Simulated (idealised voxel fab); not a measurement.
process module | voxel tone inversion
cross-section cut | 145 nm wide | cells 5 nm
A cross-section is a grid of square cells, given in bands from the top down. A band is one or more rows of cells.
Each band's line starts with the height of the band's top and of its bottom, in nm. Then come its materials from left to right, each with its width in nm. One material with "throughout" fills the band from edge to edge. "air" is empty space.
Height 0 is the level under which the wafer as received is all one material. The lowest band goes on downwards, as in "0 down".
A width such as "30 to 40" changes by the same amount from each row of cells to the next, from the band's top row to its bottom row.
"no change" after a step means that no cell of the cross-section changed.
closed voids: empty space of 8 cells or more with no open way to the top, each as width x height at its distance from the left edge, in nm
after a step's settings: what the simulator itself notes on the step
overlay nm, on a step with a mask: how far to the right of its planned place the mask lay; to the left if negative
plan
1 op RECEIVE | material Si
2 op CONFORMAL_DEP | material SiN | thk nm 10
3 op DIRECTIONAL_DEP | material polySi | thk nm 15
4 op PATTERN | tone cover | mask id POSTS | material resist | width nm 15 | pitch nm 30 | thk nm 25 | overlay nm 0
5 op DIRECTIONAL_ETCH | etch materials polySi | depth nm 15
6 op STRIP | etch materials resist
7 op FILL_DEP | material SiO2 | thk nm 10
8 op CMP | height nm 25
9 op STRIP | etch materials polySi
10 op CONFORMAL_DEP | material TiN | thk nm 5
11 op FILL_DEP | material Ru | thk nm 10
12 op CMP | height nm 25
13 op CONFORMAL_DEP | material SiCN | thk nm 5
as received, after step 1
  0 down: Si throughout
  closed voids: none
a wafer at the end: this start, this plan, one mistake
  40 to 35: SiCN throughout
  35 to 30: Ru throughout
  30 to 25: TiN 40 | Ru 5 | TiN 25 | Ru 5 | TiN 25 | Ru 5 | TiN 40
  25 to 15: SiO2 35 | TiN 5 | Ru 5 | TiN 5 | SiO2 15 | TiN 5 | Ru 5 | TiN 5 | SiO2 15 | TiN 5 | Ru 5 | TiN 5 | SiO2 35
  15 to 10: SiO2 35 | TiN 15 | SiO2 15 | TiN 15 | SiO2 15 | TiN 15 | SiO2 35
  10 to 0: SiN throughout
  0 down: Si throughout
  closed voids: none
what went wrong: step 12 ran as: op CMP | height nm 35
